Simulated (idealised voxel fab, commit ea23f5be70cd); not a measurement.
process module | voxel tone inversion
cross-section cut | 205 nm wide | cells 5 nm
A cross-section is a grid of square cells, given in bands from the top down. A band is one or more rows of cells.
Each band's line starts with the height of the band's top and of its bottom, in nm. Then come its materials from left to right, each with its width in nm. One material with "throughout" fills the band from edge to edge. "air" is empty space.
Height 0 is the level under which the wafer as received is all one material. The lowest band goes on downwards, as in "0 down".
A width such as "30 to 40" changes by the same amount from each row of cells to the next, from the band's top row to its bottom row.
"no change" after a step means that no cell of the cross-section changed.
closed voids: empty space of 8 cells or more with no open way to the top, each as width x height at its distance from the left edge, in nm
after a step's settings: what the simulator itself notes on the step
overlay nm, on a step with a mask: how far to the right of its planned place the mask lay; to the left if negative
plan
1 op RECEIVE | material Si
2 op CONFORMAL_DEP | material SiCN | thk nm 10
3 op DIRECTIONAL_DEP | material aC | thk nm 15
4 op PATTERN | tone cover | mask id POSTS | material resist | width nm 25 | pitch nm 45 | thk nm 20 | overlay nm -5
5 op DIRECTIONAL_ETCH | etch materials aC | depth nm 15
6 op STRIP | etch materials resist
7 op FILL_DEP | material SiO2 | thk nm 10
8 op CMP | height nm 25
9 op STRIP | etch materials aC
varied across the wafers: overlay nm of step 4. The plan shows the first wafer's value. All wafers start alike
first wafer as received, after step 1
  0 down: Si throughout
  closed voids: none
each wafer at the end: cells of each material gained (+) or lost (-) since it was received, then its closed voids
overlay nm -5 | +82 SiCN | +63 SiO2 | closed voids: none
overlay nm 0 | +82 SiCN | +63 SiO2 | closed voids: none
overlay nm 5 | +82 SiCN | +63 SiO2 | closed voids: none
overlay nm 10 | +82 SiCN | +63 SiO2 | closed voids: none
